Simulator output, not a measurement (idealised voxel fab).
Proc. module: voxel transistor to metal
Each square cell in cross-section cut measures 5 nm, and the section as a whole is 160 nm wide.
Cross-section, as written here: a square-cell grid given band by band from the top down, where a band holds one or more rows of cells. First you get the band's top height and its bottom height, in nm, and then the materials it's made of, left to right, with each width in nm. If you see a single material with "edge to edge", that one covers the band edge to edge. "air" is empty space. Measure heights from 0. That's the level where, below it, the as-received wafer is all one material. The lowest band is bottomless and extends downward; write it as in "0 and below". It should be noted that a width expressed as "30..40" varies in equal increments from row to row of cells within the band, taking the value of the first number at the top row and that of the second number at the bottom row. The designation "remained unchanged", where it is given for a processing step, indicates that no cell of the cross-section was altered in the course of that step. Look at "Closed void register" for the closed voids: empty spaces with no open path to the top, sized 8 cells or up. Each is width x height at distance, distance from the left edge, all nm. Post-settings text on a step line: simulator's own remark regarding the step. overlay nm: on a step with a mask, how far right of its planned place the mask lay; negative means left. From here on the document is pairs. In a pair, the cross-section before one process step comes with the cross-section after it, and the latter goes no deeper than the lowest band that changed. What lies in between, the step and its settings, is written under the pair. A pair may be from a different run of this module on the same starting wafer than the pair above it, so it continues from that pair only where its entry headed "Before-step section" says so.

### Before-step section
	0 and below  Si edge to edge
	Closed void register: none

### Resulting Cross-Section
	0 down to -5  SiO2 edge to edge
	At heights below -5, the structure remains unaltered.
	Closed void register: none
In between the cross-sections above, the run called for OXIDIZE, depth nm 5

Before-step section: per the after cross-section of the pair just above.

### Resulting Cross-Section
	10 down to 0  SiN edge to edge
	At heights below 0, the structure remains unaltered.
	Closed void register: none
In between the cross-sections above, the run called for CONFORMAL_DEP, material SiN, thk nm 10

Before-step section: per the after cross-section of the pair just above.

### Resulting Cross-Section
	10 down to 0  30 air / 100 SiN / 30 air
	At heights below 0, the structure remains unaltered.
	Closed void register: none
In between the cross-sections above, the run called for MASKED_ETCH, tone cover, mask id ACTIVE, width nm 100, etch materials SiN, depth nm 10, overlay nm 0

Before-step section: per the after cross-section of the pair just above.

### Resulting Cross-Section
	10 down to 0  30 air / 100 SiN / 30 air
	0 down to -5  30 air / 100 SiO2 / 30 air
	At heights below -5, the structure remains unaltered.
	Closed void register: none
In between the cross-sections above, the run called for MASKED_ETCH, tone cover, mask id ACTIVE, width nm 100, etch materials SiO2, depth nm 5, overlay nm 0

Before-step section: per the after cross-section of the pair just above.

### Resulting Cross-Section
	10 down to 0  30 air / 100 SiN / 30 air
	0 down to -5  30 air / 100 SiO2 / 30 air
	-5 down to -30  30 air / 100 Si / 30 air
	At heights below -30, the structure remains unaltered.
	Closed void register: none
In between the cross-sections above, the run called for MASKED_ETCH, tone cover, mask id ACTIVE, width nm 100, etch materials Si, depth nm 25, overlay nm 0

Before-step section: per the after cross-section of the pair just above.

### Resulting Cross-Section
	10 down to 0  30 air / 100 SiN / 30 air
	0 down to -5  30 air / 100 SiO2 / 30 air
	-5 down to -30  30 air / 5 SiO2 / 90 Si / 5 SiO2 / 30 air
	-30 down to -35  35 SiO2 / 90 Si / 35 SiO2
	At heights below -35, the structure remains unaltered.
	Closed void register: none
In between the cross-sections above, the run called for OXIDIZE, depth nm 5

Before-step section: per the after cross-section of the pair just above.

### Resulting Cross-Section
	25 down to 10  SiO2 edge to edge
	10 down to 0  30 SiO2 / 100 SiN / 30 SiO2
	0 down to -5  SiO2 edge to edge
	-5 down to -35  35 SiO2 / 90 Si / 35 SiO2
	At heights below -35, the structure remains unaltered.
	Closed void register: none
In between the cross-sections above, the run called for FILL_DEP, material SiO2, thk nm 15

Before-step section: per the after cross-section of the pair just above.

### Resulting Cross-Section
	10 down to 0  30 SiO2 / 100 SiN / 30 SiO2
	At heights below 0, the structure remains unaltered.
	Closed void register: none
In between the cross-sections above, the run called for CMP, height nm 10

Before-step section: per the after cross-section of the pair just above.

### Resulting Cross-Section
	10 down to 5  30 air / 100 SiN / 30 air
	At heights below 5, the structure remains unaltered.
	Closed void register: none
In between the cross-sections above, the run called for SELECTIVE_ETCH, etch materials SiO2, depth nm 5

Before-step section: per the after cross-section of the pair just above.

### Resulting Cross-Section
	5 down to 0  30 SiO2 / 100 air / 30 SiO2
	At heights below 0, the structure remains unaltered.
	Closed void register: none
In between the cross-sections above, the run called for STRIP, etch materials SiN

Before-step section: per the after cross-section of the pair just above.

### Resulting Cross-Section
	0 down to -5  25 SiO2 / 110 air / 25 SiO2
	At heights below -5, the structure remains unaltered.
	Closed void register: none
In between the cross-sections above, the run called for SELECTIVE_ETCH, etch materials SiO2, depth nm 5

Before-step section: per the after cross-section of the pair just above.

### Resulting Cross-Section
	0 down to -5  25 SiO2 / 110 air / 25 SiO2
	-5 down to -10  SiO2 edge to edge
	At heights below -10, the structure remains unaltered.
	Closed void register: none
In between the cross-sections above, the run called for OXIDIZE, depth nm 5

Before-step section: per the after cross-section of the pair just above.

### Resulting Cross-Section
	30 down to 25  25 polySi / 110 air / 25 polySi
	25 down to 0  polySi edge to edge
	0 down to -5  25 SiO2 / 110 polySi / 25 SiO2
	At heights below -5, the structure remains unaltered.
	Closed void register: none
In between the cross-sections above, the run called for DIRECTIONAL_DEP, material polySi, thk nm 30

Before-step section: per the after cross-section of the pair just above.

### Resulting Cross-Section
	40 down to 35  25 SiCN / 110 air / 25 SiCN
	35 down to 30  SiCN edge to edge
	30 down to 25  25 polySi / 110 SiCN / 25 polySi
	At heights below 25, the structure remains unaltered.
	Closed void register: none
In between the cross-sections above, the run called for DIRECTIONAL_DEP, material SiCN, thk nm 10

Before-step section: per the after cross-section of the pair just above.

### Resulting Cross-Section
	35 down to 30  70 air / 20 SiCN / 70 air
	30 down to 25  25 polySi / 45 air / 20 SiCN / 45 air / 25 polySi
	At heights below 25, the structure remains unaltered.
	Closed void register: none
In between the cross-sections above, the run called for MASKED_ETCH, tone cover, mask id GATE, width nm 20, etch materials SiCN, depth nm 20, overlay nm 0

Before-step section: per the after cross-section of the pair just above.

### Resulting Cross-Section
	35 down to 25  70 air / 20 SiCN / 70 air
	25 down to 0  70 air / 20 polySi / 70 air
	0 down to -5  25 SiO2 / 45 air / 20 polySi / 45 air / 25 SiO2
	At heights below -5, the structure remains unaltered.
	Closed void register: none
In between the cross-sections above, the run called for MASKED_ETCH, tone cover, mask id GATE, width nm 20, etch materials polySi, depth nm 40, overlay nm 0

Before-step section: per the after cross-section of the pair just above.

### Resulting Cross-Section
	40 down to 35  65 air / 30 SiN / 65 air
	35 down to 25  65 air / 5 SiN / 20 SiCN / 5 SiN / 65 air
	25 down to 5  65 air / 5 SiN / 20 polySi / 5 SiN / 65 air
	5 down to 0  30 SiN / 35 air / 5 SiN / 20 polySi / 5 SiN / 35 air / 30 SiN
	0 down to -5  25 SiO2 / 45 SiN / 20 polySi / 45 SiN / 25 SiO2
	At heights below -5, the structure remains unaltered.
	Closed void register: none
In between the cross-sections above, the run called for CONFORMAL_DEP, material SiN, thk nm 5

Before-step section: per the after cross-section of the pair just above.

### Resulting Cross-Section
	35 down to 25  65 air / 5 SiN / 20 SiCN / 5 SiN / 65 air
	25 down to 0  65 air / 5 SiN / 20 polySi / 5 SiN / 65 air
	0 down to -5  25 SiO2 / 5 SiN / 35 air / 5 SiN / 20 polySi / 5 SiN / 35 air / 5 SiN / 25 SiO2
	At heights below -5, the structure remains unaltered.
	Closed void register: none
In between the cross-sections above, the run called for DIRECTIONAL_ETCH, etch materials SiN, depth nm 5

Before-step section: per the after cross-section of the pair just above.

### Resulting Cross-Section
	35 down to 25  65 air / 5 SiN / 20 SiCN / 5 SiN / 65 air
	25 down to 0  65 air / 5 SiN / 20 polySi / 5 SiN / 65 air
	0 down to -5  25 air / 5 SiN / 35 air / 5 SiN / 20 polySi / 5 SiN / 35 air / 5 SiN / 25 air
	-5 down to -10  30 SiO2 / 35 air / 30 SiO2 / 35 air / 30 SiO2
	At heights below -10, the structure remains unaltered.
	Closed void register: none
In between the cross-sections above, the run called for DIRECTIONAL_ETCH, etch materials SiO2, depth nm 5

Before-step section: per the after cross-section of the pair just above.

### Resulting Cross-Section
	35 down to 25  65 air / 5 SiN / 20 SiCN / 5 SiN / 65 air
	25 down to 0  65 air / 5 SiN / 20 polySi / 5 SiN / 65 air
	0 down to -5  25 air / 5 SiN / 35 air / 5 SiN / 20 polySi / 5 SiN / 35 air / 5 SiN / 25 air
	-5 down to -10  30 SiO2 / 35 pSi / 30 SiO2 / 35 pSi / 30 SiO2
	At heights below -10, the structure remains unaltered.
	Closed void register: none
In between the cross-sections above, the run called for EPI, material pSi, thk nm 5

Before-step section: per the after cross-section of the pair just above.

### Resulting Cross-Section
	45 down to 35  SiO2 edge to edge
	35 down to 25  65 SiO2 / 5 SiN / 20 SiCN / 5 SiN / 65 SiO2
	25 down to 0  65 SiO2 / 5 SiN / 20 polySi / 5 SiN / 65 SiO2
	0 down to -5  25 SiO2 / 5 SiN / 35 SiO2 / 5 SiN / 20 polySi / 5 SiN / 35 SiO2 / 5 SiN / 25 SiO2
	At heights below -5, the structure remains unaltered.
	Closed void register: none
In between the cross-sections above, the run called for FILL_DEP, material SiO2, thk nm 10

Before-step section: per the after cross-section of the pair just above.

### Resulting Cross-Section
	35 down to 25  65 SiO2 / 5 SiN / 20 SiCN / 5 SiN / 65 SiO2
	At heights below 25, the structure remains unaltered.
	Closed void register: none
In between the cross-sections above, the run called for CMP, height nm 35

Before-step section: per the after cross-section of the pair just above.

### Resulting Cross-Section
	50 down to 35  SiO2 edge to edge
	At heights below 35, the structure remains unaltered.
	Closed void register: none
In between the cross-sections above, the run called for DIRECTIONAL_DEP, material SiO2, thk nm 15

Before-step section: per the after cross-section of the pair just above.

### Resulting Cross-Section
	50 down to 35  35 SiO2 / 15 air / 60 SiO2 / 15 air / 35 SiO2
	35 down to 25  35 SiO2 / 15 air / 15 SiO2 / 5 SiN / 20 SiCN / 5 SiN / 15 SiO2 / 15 air / 35 SiO2
	25 down to 0  35 SiO2 / 15 air / 15 SiO2 / 5 SiN / 20 polySi / 5 SiN / 15 SiO2 / 15 air / 35 SiO2
	0 down to -5  25 SiO2 / 5 SiN / 5 SiO2 / 15 air / 15 SiO2 / 5 SiN / 20 polySi / 5 SiN / 15 SiO2 / 15 air / 5 SiO2 / 5 SiN / 25 SiO2
	At heights below -5, the structure remains unaltered.
	Closed void register: none
In between the cross-sections above, the run called for MASKED_ETCH, tone open, mask id CONTACT, width nm 15, pitch nm 75, etch materials SiO2, depth nm 55, overlay nm 0

Before-step section: per the after cross-section of the pair just above.

### Resulting Cross-Section
	55 down to 50  40 TiN / 5 air / 70 TiN / 5 air / 40 TiN
	50 down to 35  35 SiO2 / 5 TiN / 5 air / 5 TiN / 60 SiO2 / 5 TiN / 5 air / 5 TiN / 35 SiO2
	35 down to 25  35 SiO2 / 5 TiN / 5 air / 5 TiN / 15 SiO2 / 5 SiN / 20 SiCN / 5 SiN / 15 SiO2 / 5 TiN / 5 air / 5 TiN / 35 SiO2
	25 down to 0  35 SiO2 / 5 TiN / 5 air / 5 TiN / 15 SiO2 / 5 SiN / 20 polySi / 5 SiN / 15 SiO2 / 5 TiN / 5 air / 5 TiN / 35 SiO2
	0 down to -5  25 SiO2 / 5 SiN / 5 SiO2 / 15 TiN / 15 SiO2 / 5 SiN / 20 polySi / 5 SiN / 15 SiO2 / 15 TiN / 5 SiO2 / 5 SiN / 25 SiO2
	At heights below -5, the structure remains unaltered.
	Closed void register: none
In between the cross-sections above, the run called for CONFORMAL_DEP, material TiN, thk nm 5

Before-step section: per the after cross-section of the pair just above.

### Resulting Cross-Section
	60 down to 55  Ru edge to edge
	55 down to 50  40 TiN / 5 Ru / 70 TiN / 5 Ru / 40 TiN
	50 down to 35  35 SiO2 / 5 TiN / 5 Ru / 5 TiN / 60 SiO2 / 5 TiN / 5 Ru / 5 TiN / 35 SiO2
	35 down to 25  35 SiO2 / 5 TiN / 5 Ru / 5 TiN / 15 SiO2 / 5 SiN / 20 SiCN / 5 SiN / 15 SiO2 / 5 TiN / 5 Ru / 5 TiN / 35 SiO2
	25 down to 0  35 SiO2 / 5 TiN / 5 Ru / 5 TiN / 15 SiO2 / 5 SiN / 20 polySi / 5 SiN / 15 SiO2 / 5 TiN / 5 Ru / 5 TiN / 35 SiO2
	At heights below 0, the structure remains unaltered.
	Closed void register: none
In between the cross-sections above, the run called for FILL_DEP, material Ru, thk nm 5

Before-step section: per the after cross-section of the pair just above.

### Resulting Cross-Section
	50 down to 35  35 SiO2 / 5 TiN / 5 Ru / 5 TiN / 60 SiO2 / 5 TiN / 5 Ru / 5 TiN / 35 SiO2
	At heights below 35, the structure remains unaltered.
	Closed void register: none
In between the cross-sections above, the run called for CMP, height nm 50

Before-step section: per the after cross-section of the pair just above.

### Resulting Cross-Section
	55 down to 50  SiCN edge to edge
	At heights below 50, the structure remains unaltered.
	Closed void register: none
In between the cross-sections above, the run called for CONFORMAL_DEP, material SiCN, thk nm 5

Before-step section: per the after cross-section of the pair just above.

### Resulting Cross-Section
	80 down to 55  SiO2 edge to edge
	At heights below 55, the structure remains unaltered.
	Closed void register: none
In between the cross-sections above, the run called for DIRECTIONAL_DEP, material SiO2, thk nm 25

Before-step section: per the after cross-section of the pair just above.

### Resulting Cross-Section
	95 down to 80  35 resist / 15 air / 60 resist / 15 air / 35 resist
	At heights below 80, the structure remains unaltered.
	Closed void register: none
In between the cross-sections above, the run called for PATTERN, tone open, mask id METAL_1, material resist, width nm 15, pitch nm 75, thk nm 15, overlay nm 0

Before-step section: per the after cross-section of the pair just above.

### Resulting Cross-Section
	95 down to 80  35 resist / 15 air / 60 resist / 15 air / 35 resist
	80 down to 55  35 SiO2 / 15 air / 60 SiO2 / 15 air / 35 SiO2
	At heights below 55, the structure remains unaltered.
	Closed void register: none
In between the cross-sections above, the run called for DIRECTIONAL_ETCH, etch materials SiO2, depth nm 25

Before-step section: per the after cross-section of the pair just above.

### Resulting Cross-Section
	95 down to 80  35 resist / 15 air / 60 resist / 15 air / 35 resist
	80 down to 55  35 SiO2 / 15 air / 60 SiO2 / 15 air / 35 SiO2
	55 down to 50  35 SiCN / 15 air / 60 SiCN / 15 air / 35 SiCN
	At heights below 50, the structure remains unaltered.
	Closed void register: none
In between the cross-sections above, the run called for DIRECTIONAL_ETCH, etch materials SiCN, depth nm 5

Before-step section: per the after cross-section of the pair just above.

### Resulting Cross-Section
	80 down to 55  35 SiO2 / 15 air / 60 SiO2 / 15 air / 35 SiO2
	At heights below 55, the structure remains unaltered.
	Closed void register: none
In between the cross-sections above, the run called for STRIP, etch materials resist

Before-step section: per the after cross-section of the pair just above.

### Resulting Cross-Section
	85 down to 80  40 TiN / 5 air / 70 TiN / 5 air / 40 TiN
	80 down to 55  35 SiO2 / 5 TiN / 5 air / 5 TiN / 60 SiO2 / 5 TiN / 5 air / 5 TiN / 35 SiO2
	55 down to 50  35 SiCN / 15 TiN / 60 SiCN / 15 TiN / 35 SiCN
	At heights below 50, the structure remains unaltered.
	Closed void register: none
In between the cross-sections above, the run called for CONFORMAL_DEP, material TiN, thk nm 5

Before-step section: per the after cross-section of the pair just above.

### Resulting Cross-Section
	90 down to 85  Ru edge to edge
	85 down to 80  40 TiN / 5 Ru / 70 TiN / 5 Ru / 40 TiN
	80 down to 55  35 SiO2 / 5 TiN / 5 Ru / 5 TiN / 60 SiO2 / 5 TiN / 5 Ru / 5 TiN / 35 SiO2
	At heights below 55, the structure remains unaltered.
	Closed void register: none
In between the cross-sections above, the run called for FILL_DEP, material Ru, thk nm 5

Before-step section: per the after cross-section of the pair just above.

### Resulting Cross-Section
	80 down to 55  35 SiO2 / 5 TiN / 5 Ru / 5 TiN / 60 SiO2 / 5 TiN / 5 Ru / 5 TiN / 35 SiO2
	At heights below 55, the structure remains unaltered.
	Closed void register: none
In between the cross-sections above, the run called for CMP, height nm 80

Before-step section: per the after cross-section of the pair just above.

### Resulting Cross-Section
	85 down to 80  30 air / 25 Ru / 50 air / 25 Ru / 30 air
	At heights below 80, the structure remains unaltered.
	Closed void register: none
In between the cross-sections above, the run called for EPI, material Ru, thk nm 5

Before-step section: per the after cross-section of the pair just above.

### Resulting Cross-Section
	90 down to 85  SiCN edge to edge
	85 down to 80  30 SiCN / 25 Ru / 50 SiCN / 25 Ru / 30 SiCN
	At heights below 80, the structure remains unaltered.
	Closed void register: none
In between the cross-sections above, the run called for FILL_DEP, material SiCN, thk nm 5

### Before-step section
	10 down to 0  30 air / 100 SiN / 30 air
	0 down to -5  30 air / 100 SiO2 / 30 air
	-5 down to -30  30 air / 100 Si / 30 air
	-30 and below  Si edge to edge
	Closed void register: none

### Resulting Cross-Section
	10 down to 0  30 air / 100 SiN / 30 air
	0 down to -5  30 air / 100 SiO2 / 30 air
	-5 down to -55  30 air / 100 Si / 30 air
	At heights below -55, the structure remains unaltered.
	Closed void register: none
In between the cross-sections above, the run called for MASKED_ETCH, tone cover, mask id ACTIVE, width nm 100, etch materials Si, depth nm 25, overlay nm 0

Before-step section: per the after cross-section of the pair just above.

### Resulting Cross-Section
	10 down to 0  30 air / 100 SiN / 30 air
	0 down to -5  30 air / 100 SiO2 / 30 air
	-5 down to -55  30 air / 5 SiO2 / 90 Si / 5 SiO2 / 30 air
	-55 down to -60  35 SiO2 / 90 Si / 35 SiO2
	At heights below -60, the structure remains unaltered.
	Closed void register: none
In between the cross-sections above, the run called for OXIDIZE, depth nm 5

Before-step section: per the after cross-section of the pair just above.

### Resulting Cross-Section
	25 down to 10  SiO2 edge to edge
	10 down to 0  30 SiO2 / 100 SiN / 30 SiO2
	0 down to -5  SiO2 edge to edge
	-5 down to -60  35 SiO2 / 90 Si / 35 SiO2
	At heights below -60, the structure remains unaltered.
	Closed void register: none
In between the cross-sections above, the run called for FILL_DEP, material SiO2, thk nm 15

Before-step section: per the after cross-section of the pair just above.

### Resulting Cross-Section
	10 down to 0  30 SiO2 / 100 SiN / 30 SiO2
	At heights below 0, the structure remains unaltered.
	Closed void register: none
In between the cross-sections above, the run called for CMP, height nm 10

Before-step section: per the after cross-section of the pair just above.

### Resulting Cross-Section
	10 down to 5  30 air / 100 SiN / 30 air
	At heights below 5, the structure remains unaltered.
	Closed void register: none
In between the cross-sections above, the run called for SELECTIVE_ETCH, etch materials SiO2, depth nm 5

Before-step section: per the after cross-section of the pair just above.

### Resulting Cross-Section
	5 down to 0  30 SiO2 / 100 air / 30 SiO2
	At heights below 0, the structure remains unaltered.
	Closed void register: none
In between the cross-sections above, the run called for STRIP, etch materials SiN

Before-step section: per the after cross-section of the pair just above.

### Resulting Cross-Section
	0 down to -5  25 SiO2 / 110 air / 25 SiO2
	At heights below -5, the structure remains unaltered.
	Closed void register: none
In between the cross-sections above, the run called for SELECTIVE_ETCH, etch materials SiO2, depth nm 5

Before-step section: per the after cross-section of the pair just above.

### Resulting Cross-Section
	0 down to -5  25 SiO2 / 110 air / 25 SiO2
	-5 down to -10  SiO2 edge to edge
	At heights below -10, the structure remains unaltered.
	Closed void register: none
In between the cross-sections above, the run called for OXIDIZE, depth nm 5

Before-step section: per the after cross-section of the pair just above.

### Resulting Cross-Section
	30 down to 25  25 polySi / 110 air / 25 polySi
	25 down to 0  polySi edge to edge
	0 down to -5  25 SiO2 / 110 polySi / 25 SiO2
	At heights below -5, the structure remains unaltered.
	Closed void register: none
In between the cross-sections above, the run called for DIRECTIONAL_DEP, material polySi, thk nm 30

Before-step section: per the after cross-section of the pair just above.

### Resulting Cross-Section
	40 down to 35  25 SiCN / 110 air / 25 SiCN
	35 down to 30  SiCN edge to edge
	30 down to 25  25 polySi / 110 SiCN / 25 polySi
	At heights below 25, the structure remains unaltered.
	Closed void register: none
In between the cross-sections above, the run called for DIRECTIONAL_DEP, material SiCN, thk nm 10

Before-step section: per the after cross-section of the pair just above.

### Resulting Cross-Section
	35 down to 30  70 air / 20 SiCN / 70 air
	30 down to 25  25 polySi / 45 air / 20 SiCN / 45 air / 25 polySi
	At heights below 25, the structure remains unaltered.
	Closed void register: none
In between the cross-sections above, the run called for MASKED_ETCH, tone cover, mask id GATE, width nm 20, etch materials SiCN, depth nm 20, overlay nm 0

Before-step section: per the after cross-section of the pair just above.

### Resulting Cross-Section
	35 down to 25  70 air / 20 SiCN / 70 air
	25 down to 0  70 air / 20 polySi / 70 air
	0 down to -5  25 SiO2 / 45 air / 20 polySi / 45 air / 25 SiO2
	At heights below -5, the structure remains unaltered.
	Closed void register: none
In between the cross-sections above, the run called for MASKED_ETCH, tone cover, mask id GATE, width nm 20, etch materials polySi, depth nm 40, overlay nm 0

Before-step section: per the after cross-section of the pair just above.

### Resulting Cross-Section
	40 down to 35  65 air / 30 SiN / 65 air
	35 down to 25  65 air / 5 SiN / 20 SiCN / 5 SiN / 65 air
	25 down to 5  65 air / 5 SiN / 20 polySi / 5 SiN / 65 air
	5 down to 0  30 SiN / 35 air / 5 SiN / 20 polySi / 5 SiN / 35 air / 30 SiN
	0 down to -5  25 SiO2 / 45 SiN / 20 polySi / 45 SiN / 25 SiO2
	At heights below -5, the structure remains unaltered.
	Closed void register: none
In between the cross-sections above, the run called for CONFORMAL_DEP, material SiN, thk nm 5

Before-step section: per the after cross-section of the pair just above.

### Resulting Cross-Section
	35 down to 25  65 air / 5 SiN / 20 SiCN / 5 SiN / 65 air
	25 down to 0  65 air / 5 SiN / 20 polySi / 5 SiN / 65 air
	0 down to -5  25 SiO2 / 5 SiN / 35 air / 5 SiN / 20 polySi / 5 SiN / 35 air / 5 SiN / 25 SiO2
	At heights below -5, the structure remains unaltered.
	Closed void register: none
In between the cross-sections above, the run called for DIRECTIONAL_ETCH, etch materials SiN, depth nm 5

Before-step section: per the after cross-section of the pair just above.

### Resulting Cross-Section
	35 down to 25  65 air / 5 SiN / 20 SiCN / 5 SiN / 65 air
	25 down to 0  65 air / 5 SiN / 20 polySi / 5 SiN / 65 air
	0 down to -5  25 air / 5 SiN / 35 air / 5 SiN / 20 polySi / 5 SiN / 35 air / 5 SiN / 25 air
	-5 down to -10  30 SiO2 / 35 air / 30 SiO2 / 35 air / 30 SiO2
	At heights below -10, the structure remains unaltered.
	Closed void register: none
In between the cross-sections above, the run called for DIRECTIONAL_ETCH, etch materials SiO2, depth nm 5

Before-step section: per the after cross-section of the pair just above.

### Resulting Cross-Section
	35 down to 25  65 air / 5 SiN / 20 SiCN / 5 SiN / 65 air
	25 down to 0  65 air / 5 SiN / 20 polySi / 5 SiN / 65 air
	0 down to -5  25 air / 5 SiN / 35 air / 5 SiN / 20 polySi / 5 SiN / 35 air / 5 SiN / 25 air
	-5 down to -10  30 SiO2 / 35 pSi / 30 SiO2 / 35 pSi / 30 SiO2
	At heights below -10, the structure remains unaltered.
	Closed void register: none
In between the cross-sections above, the run called for EPI, material pSi, thk nm 5

Before-step section: per the after cross-section of the pair just above.

### Resulting Cross-Section
	45 down to 35  SiO2 edge to edge
	35 down to 25  65 SiO2 / 5 SiN / 20 SiCN / 5 SiN / 65 SiO2
	25 down to 0  65 SiO2 / 5 SiN / 20 polySi / 5 SiN / 65 SiO2
	0 down to -5  25 SiO2 / 5 SiN / 35 SiO2 / 5 SiN / 20 polySi / 5 SiN / 35 SiO2 / 5 SiN / 25 SiO2
	At heights below -5, the structure remains unaltered.
	Closed void register: none
In between the cross-sections above, the run called for FILL_DEP, material SiO2, thk nm 10

Before-step section: per the after cross-section of the pair just above.

### Resulting Cross-Section
	35 down to 25  65 SiO2 / 5 SiN / 20 SiCN / 5 SiN / 65 SiO2
	At heights below 25, the structure remains unaltered.
	Closed void register: none
In between the cross-sections above, the run called for CMP, height nm 35

Before-step section: per the after cross-section of the pair just above.

### Resulting Cross-Section
	50 down to 35  SiO2 edge to edge
	At heights below 35, the structure remains unaltered.
	Closed void register: none
In between the cross-sections above, the run called for DIRECTIONAL_DEP, material SiO2, thk nm 15

Before-step section: per the after cross-section of the pair just above.

### Resulting Cross-Section
	50 down to 35  35 SiO2 / 15 air / 60 SiO2 / 15 air / 35 SiO2
	35 down to 25  35 SiO2 / 15 air / 15 SiO2 / 5 SiN / 20 SiCN / 5 SiN / 15 SiO2 / 15 air / 35 SiO2
	25 down to 0  35 SiO2 / 15 air / 15 SiO2 / 5 SiN / 20 polySi / 5 SiN / 15 SiO2 / 15 air / 35 SiO2
	0 down to -5  25 SiO2 / 5 SiN / 5 SiO2 / 15 air / 15 SiO2 / 5 SiN / 20 polySi / 5 SiN / 15 SiO2 / 15 air / 5 SiO2 / 5 SiN / 25 SiO2
	At heights below -5, the structure remains unaltered.
	Closed void register: none
In between the cross-sections above, the run called for MASKED_ETCH, tone open, mask id CONTACT, width nm 15, pitch nm 75, etch materials SiO2, depth nm 55, overlay nm 0

Before-step section: per the after cross-section of the pair just above.

### Resulting Cross-Section
	55 down to 50  40 TiN / 5 air / 70 TiN / 5 air / 40 TiN
	50 down to 35  35 SiO2 / 5 TiN / 5 air / 5 TiN / 60 SiO2 / 5 TiN / 5 air / 5 TiN / 35 SiO2
	35 down to 25  35 SiO2 / 5 TiN / 5 air / 5 TiN / 15 SiO2 / 5 SiN / 20 SiCN / 5 SiN / 15 SiO2 / 5 TiN / 5 air / 5 TiN / 35 SiO2
	25 down to 0  35 SiO2 / 5 TiN / 5 air / 5 TiN / 15 SiO2 / 5 SiN / 20 polySi / 5 SiN / 15 SiO2 / 5 TiN / 5 air / 5 TiN / 35 SiO2
	0 down to -5  25 SiO2 / 5 SiN / 5 SiO2 / 15 TiN / 15 SiO2 / 5 SiN / 20 polySi / 5 SiN / 15 SiO2 / 15 TiN / 5 SiO2 / 5 SiN / 25 SiO2
	At heights below -5, the structure remains unaltered.
	Closed void register: none
In between the cross-sections above, the run called for CONFORMAL_DEP, material TiN, thk nm 5

Before-step section: per the after cross-section of the pair just above.

### Resulting Cross-Section
	60 down to 55  Ru edge to edge
	55 down to 50  40 TiN / 5 Ru / 70 TiN / 5 Ru / 40 TiN
	50 down to 35  35 SiO2 / 5 TiN / 5 Ru / 5 TiN / 60 SiO2 / 5 TiN / 5 Ru / 5 TiN / 35 SiO2
	35 down to 25  35 SiO2 / 5 TiN / 5 Ru / 5 TiN / 15 SiO2 / 5 SiN / 20 SiCN / 5 SiN / 15 SiO2 / 5 TiN / 5 Ru / 5 TiN / 35 SiO2
	25 down to 0  35 SiO2 / 5 TiN / 5 Ru / 5 TiN / 15 SiO2 / 5 SiN / 20 polySi / 5 SiN / 15 SiO2 / 5 TiN / 5 Ru / 5 TiN / 35 SiO2
	At heights below 0, the structure remains unaltered.
	Closed void register: none
In between the cross-sections above, the run called for FILL_DEP, material Ru, thk nm 5

Before-step section: per the after cross-section of the pair just above.

### Resulting Cross-Section
	50 down to 35  35 SiO2 / 5 TiN / 5 Ru / 5 TiN / 60 SiO2 / 5 TiN / 5 Ru / 5 TiN / 35 SiO2
	At heights below 35, the structure remains unaltered.
	Closed void register: none
In between the cross-sections above, the run called for CMP, height nm 50

Before-step section: per the after cross-section of the pair just above.

### Resulting Cross-Section
	55 down to 50  SiCN edge to edge
	At heights below 50, the structure remains unaltered.
	Closed void register: none
In between the cross-sections above, the run called for CONFORMAL_DEP, material SiCN, thk nm 5

Before-step section: per the after cross-section of the pair just above.

### Resulting Cross-Section
	80 down to 55  SiO2 edge to edge
	At heights below 55, the structure remains unaltered.
	Closed void register: none
In between the cross-sections above, the run called for DIRECTIONAL_DEP, material SiO2, thk nm 25

Before-step section: per the after cross-section of the pair just above.

### Resulting Cross-Section
	95 down to 80  35 resist / 15 air / 60 resist / 15 air / 35 resist
	At heights below 80, the structure remains unaltered.
	Closed void register: none
In between the cross-sections above, the run called for PATTERN, tone open, mask id METAL_1, material resist, width nm 15, pitch nm 75, thk nm 15, overlay nm 0

Before-step section: per the after cross-section of the pair just above.

### Resulting Cross-Section
	95 down to 80  35 resist / 15 air / 60 resist / 15 air / 35 resist
	80 down to 55  35 SiO2 / 15 air / 60 SiO2 / 15 air / 35 SiO2
	At heights below 55, the structure remains unaltered.
	Closed void register: none
In between the cross-sections above, the run called for DIRECTIONAL_ETCH, etch materials SiO2, depth nm 25

Before-step section: per the after cross-section of the pair just above.

### Resulting Cross-Section
	95 down to 80  35 resist / 15 air / 60 resist / 15 air / 35 resist
	80 down to 55  35 SiO2 / 15 air / 60 SiO2 / 15 air / 35 SiO2
	55 down to 50  35 SiCN / 15 air / 60 SiCN / 15 air / 35 SiCN
	At heights below 50, the structure remains unaltered.
	Closed void register: none
In between the cross-sections above, the run called for DIRECTIONAL_ETCH, etch materials SiCN, depth nm 5

Before-step section: per the after cross-section of the pair just above.

### Resulting Cross-Section
	80 down to 55  35 SiO2 / 15 air / 60 SiO2 / 15 air / 35 SiO2
	At heights below 55, the structure remains unaltered.
	Closed void register: none
In between the cross-sections above, the run called for STRIP, etch materials resist

Before-step section: per the after cross-section of the pair just above.

### Resulting Cross-Section
	85 down to 80  40 TiN / 5 air / 70 TiN / 5 air / 40 TiN
	80 down to 55  35 SiO2 / 5 TiN / 5 air / 5 TiN / 60 SiO2 / 5 TiN / 5 air / 5 TiN / 35 SiO2
	55 down to 50  35 SiCN / 15 TiN / 60 SiCN / 15 TiN / 35 SiCN
	At heights below 50, the structure remains unaltered.
	Closed void register: none
In between the cross-sections above, the run called for CONFORMAL_DEP, material TiN, thk nm 5

Before-step section: per the after cross-section of the pair just above.

### Resulting Cross-Section
	90 down to 85  Ru edge to edge
	85 down to 80  40 TiN / 5 Ru / 70 TiN / 5 Ru / 40 TiN
	80 down to 55  35 SiO2 / 5 TiN / 5 Ru / 5 TiN / 60 SiO2 / 5 TiN / 5 Ru / 5 TiN / 35 SiO2
	At heights below 55, the structure remains unaltered.
	Closed void register: none
In between the cross-sections above, the run called for FILL_DEP, material Ru, thk nm 5

Before-step section: per the after cross-section of the pair just above.

### Resulting Cross-Section
	80 down to 55  35 SiO2 / 5 TiN / 5 Ru / 5 TiN / 60 SiO2 / 5 TiN / 5 Ru / 5 TiN / 35 SiO2
	At heights below 55, the structure remains unaltered.
	Closed void register: none
In between the cross-sections above, the run called for CMP, height nm 80

Before-step section: per the after cross-section of the pair just above.

### Resulting Cross-Section
	85 down to 80  30 air / 25 Ru / 50 air / 25 Ru / 30 air
	At heights below 80, the structure remains unaltered.
	Closed void register: none
In between the cross-sections above, the run called for EPI, material Ru, thk nm 5
